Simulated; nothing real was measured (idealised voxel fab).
Process module in this document: voxel self aligned contacts
Square cell edge 5 nm, section width 190 nm, ID cut.
Cross-section = grid of square cells, listed top down in bands; band = one or more rows.
Heads up on the band format: heights come first, top then bottom, in nm. After that it's the materials left to right, each with its width in nm. A single material flagged "throughout" fills the whole band edge to edge, and "blank" means there's empty space there.
Where do heights start? At 0: under that level the wafer as delivered is made of one material only. And the lowest band has no floor; it just carries on downward, as in "0 and below".
It should be noted that a width expressed as "30 to 40" varies in equal increments from row to row of cells within the band, taking the value of the first number at the top row and that of the second number at the bottom row.
Reading "all unchanged" for a step: not a cell of the cross-section changed in it.
Listed in "Closed void listing": every empty space of 8 or more cells without an open way to the top. Form: width x height at distance, the distance being from the left edge, all in nm.
Read whatever lies past the settings on a step's line as the simulator's own remark about the step.
The "overlay nm" setting may appear on a step's line; for a step that uses a mask, it gives how far to the right of its planned position the mask lay, and a negative value indicates the left.

### Set out below are the planned steps of the process
| 1 | RECEIVE with material Si |
| 2 | OXIDIZE with depth nm 5 |
| 3 | DIRECTIONAL_DEP with material polySi, thk nm 25 |
| 4 | DIRECTIONAL_DEP with material SiN, thk nm 25 |
| 5 | PATTERN with tone cover, mask id GATE, material resist, width nm 25, pitch nm 60, thk nm 20, overlay nm 0 |
| 6 | DIRECTIONAL_ETCH with etch materials SiN, depth nm 25 |
| 7 | DIRECTIONAL_ETCH with etch materials polySi, depth nm 25 |
| 8 | STRIP with etch materials resist |
| 9 | CONFORMAL_DEP with material SiN, thk nm 10 |
| 10 | DIRECTIONAL_ETCH with etch materials SiN, depth nm 10 |
| 11 | FILL_DEP with material SiO2, thk nm 20 |
| 12 | CMP with height nm 60 |
| 13 | DIRECTIONAL_DEP with material aC, thk nm 10 |
| 14 | PATTERN with tone open, mask id CONTACT, material resist, width nm 45, thk nm 25, overlay nm 0 |
| 15 | DIRECTIONAL_ETCH with etch materials aC, depth nm 10 |
| 16 | STRIP with etch materials resist |
| 17 | DIRECTIONAL_ETCH with etch materials SiO2, depth nm 65 |
| 18 | STRIP with etch materials aC |
| 19 | CONFORMAL_DEP with material TiN, thk nm 5 |
| 20 | FILL_DEP with material Ru, thk nm 10 |
| 21 | CMP with height nm 60 |
| 22 | CONFORMAL_DEP with material SiCN, thk nm 5 |

### First of two wafers: run as planned

### Wafer as received: cross-section following step 1
* 0 and below: Si throughout
* Closed void listing: none

### Presented here is a cross-section of the wafer after step 2 has been performed
* 0 down to -5: SiO2 throughout
* Everything below -5 is unchanged.

### Presented here is a cross-section of the wafer after step 3 has been performed
* 25 down to 0: polySi throughout
* Everything below 0 is unchanged.

### Presented here is a cross-section of the wafer after step 4 has been performed
* 50 down to 25: SiN throughout
* Everything below 25 is unchanged.

### Presented here is a cross-section of the wafer after step 5 has been performed
* 70 down to 50: blank=50, resist=25, blank=35, resist=25, blank=55
* Everything below 50 is unchanged.

### Presented here is a cross-section of the wafer after step 6 has been performed
* 70 down to 50: blank=50, resist=25, blank=35, resist=25, blank=55
* 50 down to 25: blank=50, SiN=25, blank=35, SiN=25, blank=55
* Everything below 25 is unchanged.

### Presented here is a cross-section of the wafer after step 7 has been performed
* 70 down to 50: blank=50, resist=25, blank=35, resist=25, blank=55
* 50 down to 25: blank=50, SiN=25, blank=35, SiN=25, blank=55
* 25 down to 0: blank=50, polySi=25, blank=35, polySi=25, blank=55
* Everything below 0 is unchanged.

### Presented here is a cross-section of the wafer after step 8 has been performed
* 50 down to 25: blank=50, SiN=25, blank=35, SiN=25, blank=55
* Everything below 25 is unchanged.

### Presented here is a cross-section of the wafer after step 9 has been performed
* 60 down to 25: blank=40, SiN=45, blank=15, SiN=45, blank=45
* 25 down to 10: blank=40, SiN=10, polySi=25, SiN=10, blank=15, SiN=10, polySi=25, SiN=10, blank=45
* 10 down to 0: SiN=50, polySi=25, SiN=35, polySi=25, SiN=55
* Everything below 0 is unchanged.

### Presented here is a cross-section of the wafer after step 10 has been performed
* 50 down to 25: blank=40, SiN=45, blank=15, SiN=45, blank=45
* 25 down to 0: blank=40, SiN=10, polySi=25, SiN=10, blank=15, SiN=10, polySi=25, SiN=10, blank=45
* Everything below 0 is unchanged.

### Presented here is a cross-section of the wafer after step 11 has been performed
* 70 down to 50: SiO2 throughout
* 50 down to 25: SiO2=40, SiN=45, SiO2=15, SiN=45, SiO2=45
* 25 down to 0: SiO2=40, SiN=10, polySi=25, SiN=10, SiO2=15, SiN=10, polySi=25, SiN=10, SiO2=45
* Everything below 0 is unchanged.

### Presented here is a cross-section of the wafer after step 12 has been performed
* 60 down to 50: SiO2 throughout
* Everything below 50 is unchanged.

### Presented here is a cross-section of the wafer after step 13 has been performed
* 70 down to 60: aC throughout
* Everything below 60 is unchanged.

### Presented here is a cross-section of the wafer after step 14 has been performed
* 95 down to 70: resist=70, blank=45, resist=75
* Everything below 70 is unchanged.

### Presented here is a cross-section of the wafer after step 15 has been performed
* 85 down to 70: resist=70, blank=45, resist=75
* 70 down to 60: aC=70, blank=45, aC=75
* Everything below 60 is unchanged.

### Presented here is a cross-section of the wafer after step 16 has been performed
* 70 down to 60: aC=70, blank=45, aC=75
* Everything below 60 is unchanged.

### Presented here is a cross-section of the wafer after step 17 has been performed
* 70 down to 60: aC=70, blank=45, aC=75
* 60 down to 50: SiO2=70, blank=45, SiO2=75
* 50 down to 25: SiO2=40, SiN=45, blank=15, SiN=45, SiO2=45
* 25 down to 0: SiO2=40, SiN=10, polySi=25, SiN=10, blank=15, SiN=10, polySi=25, SiN=10, SiO2=45
* 0 down to -5: SiO2=85, blank=15, SiO2=90
* Everything below -5 is unchanged.

### Presented here is a cross-section of the wafer after step 18 has been performed
* 60 down to 50: SiO2=70, blank=45, SiO2=75
* Everything below 50 is unchanged.

### Presented here is a cross-section of the wafer after step 19 has been performed
* 65 down to 60: TiN=75, blank=35, TiN=80
* 60 down to 50: SiO2=70, TiN=5 to 20, blank=35 to 5, TiN=5 to 20, SiO2=75
* 50 down to 25: SiO2=40, SiN=45, TiN=5, blank=5, TiN=5, SiN=45, SiO2=45
* 25 down to 0: SiO2=40, SiN=10, polySi=25, SiN=10, TiN=5, blank=5, TiN=5, SiN=10, polySi=25, SiN=10, SiO2=45
* 0 down to -5: SiO2=85, TiN=15, SiO2=90
* Everything below -5 is unchanged.

### Presented here is a cross-section of the wafer after step 20 has been performed
* 75 down to 65: Ru throughout
* 65 down to 60: TiN=75, Ru=35, TiN=80
* 60 down to 50: SiO2=70, TiN=5 to 20, Ru=35 to 5, TiN=5 to 20, SiO2=75
* 50 down to 25: SiO2=40, SiN=45, TiN=5, Ru=5, TiN=5, SiN=45, SiO2=45
* 25 down to 0: SiO2=40, SiN=10, polySi=25, SiN=10, TiN=5, Ru=5, TiN=5, SiN=10, polySi=25, SiN=10, SiO2=45
* Everything below 0 is unchanged.

### Presented here is a cross-section of the wafer after step 21 has been performed
* 60 down to 50: SiO2=70, TiN=5 to 20, Ru=35 to 5, TiN=5 to 20, SiO2=75
* Everything below 50 is unchanged.

### Presented here is a cross-section of the wafer after step 22 has been performed
* 65 down to 60: SiCN throughout
* Everything below 60 is unchanged.

### The second wafer: identical to the first at the outset and in its planned sequence, differing only in that one mistake was made during processing; up to and including step 1, its path is the first wafer's path

### Cross-section of the second wafer when, according to plan, step 2 should have finished
* 25 down to 0: polySi throughout
* Everything below 0 is unchanged.

### Cross-section of the second wafer when, according to plan, step 3 should have finished
* 25 down to 20: SiO2 throughout
* Everything below 20 is unchanged.

### Cross-section of the second wafer when, according to plan, step 4 should have finished
* 50 down to 25: SiN throughout
* Everything below 25 is unchanged.

### Cross-section of the second wafer when, according to plan, step 5 should have finished
* 70 down to 50: blank=50, resist=25, blank=35, resist=25, blank=55
* Everything below 50 is unchanged.

### Cross-section of the second wafer when, according to plan, step 6 should have finished
* 70 down to 50: blank=50, resist=25, blank=35, resist=25, blank=55
* 50 down to 25: blank=50, SiN=25, blank=35, SiN=25, blank=55
* Everything below 25 is unchanged.

Cross-section of the second wafer when, according to plan, step 7 should have finished: all unchanged

### Cross-section of the second wafer when, according to plan, step 8 should have finished
* 50 down to 25: blank=50, SiN=25, blank=35, SiN=25, blank=55
* Everything below 25 is unchanged.

### Cross-section of the second wafer when, according to plan, step 9 should have finished
* 60 down to 35: blank=40, SiN=45, blank=15, SiN=45, blank=45
* 35 down to 25: SiN throughout
* Everything below 25 is unchanged.

### Cross-section of the second wafer when, according to plan, step 10 should have finished
* 50 down to 25: blank=40, SiN=45, blank=15, SiN=45, blank=45
* Everything below 25 is unchanged.

### Cross-section of the second wafer when, according to plan, step 11 should have finished
* 70 down to 50: SiO2 throughout
* 50 down to 25: SiO2=40, SiN=45, SiO2=15, SiN=45, SiO2=45
* Everything below 25 is unchanged.

### Cross-section of the second wafer when, according to plan, step 12 should have finished
* 60 down to 50: SiO2 throughout
* Everything below 50 is unchanged.

### Cross-section of the second wafer when, according to plan, step 13 should have finished
* 70 down to 60: aC throughout
* Everything below 60 is unchanged.

### Cross-section of the second wafer when, according to plan, step 14 should have finished
* 95 down to 70: resist=70, blank=45, resist=75
* Everything below 70 is unchanged.

### Cross-section of the second wafer when, according to plan, step 15 should have finished
* 85 down to 70: resist=70, blank=45, resist=75
* 70 down to 60: aC=70, blank=45, aC=75
* Everything below 60 is unchanged.

### Cross-section of the second wafer when, according to plan, step 16 should have finished
* 70 down to 60: aC=70, blank=45, aC=75
* Everything below 60 is unchanged.

### Cross-section of the second wafer when, according to plan, step 17 should have finished
* 70 down to 60: aC=70, blank=45, aC=75
* 60 down to 50: SiO2=70, blank=45, SiO2=75
* 50 down to 25: SiO2=40, SiN=45, blank=15, SiN=45, SiO2=45
* 25 down to 20: SiO2=85, blank=15, SiO2=90
* Everything below 20 is unchanged.

### Cross-section of the second wafer when, according to plan, step 18 should have finished
* 60 down to 50: SiO2=70, blank=45, SiO2=75
* Everything below 50 is unchanged.

### Cross-section of the second wafer when, according to plan, step 19 should have finished
* 65 down to 60: TiN=75, blank=35, TiN=80
* 60 down to 50: SiO2=70, TiN=5 to 20, blank=35 to 5, TiN=5 to 20, SiO2=75
* 50 down to 25: SiO2=40, SiN=45, TiN=5, blank=5, TiN=5, SiN=45, SiO2=45
* 25 down to 20: SiO2=85, TiN=15, SiO2=90
* Everything below 20 is unchanged.

### Cross-section of the second wafer when, according to plan, step 20 should have finished
* 75 down to 65: Ru throughout
* 65 down to 60: TiN=75, Ru=35, TiN=80
* 60 down to 50: SiO2=70, TiN=5 to 20, Ru=35 to 5, TiN=5 to 20, SiO2=75
* 50 down to 25: SiO2=40, SiN=45, TiN=5, Ru=5, TiN=5, SiN=45, SiO2=45
* Everything below 25 is unchanged.

### Cross-section of the second wafer when, according to plan, step 21 should have finished
* 60 down to 50: SiO2=70, TiN=5 to 20, Ru=35 to 5, TiN=5 to 20, SiO2=75
* Everything below 50 is unchanged.

### Cross-section of the second wafer when, according to plan, step 22 should have finished
* 65 down to 60: SiCN throughout
* Everything below 60 is unchanged.
Deviation from plan: order of steps 2 and 3 inverted relative to the plan
Final wafer comparison in cells, second versus first, more or fewer per material: -5 Ru, +38 Si, -40 SiN, -85 SiO2, -10 TiN, +102 polySi
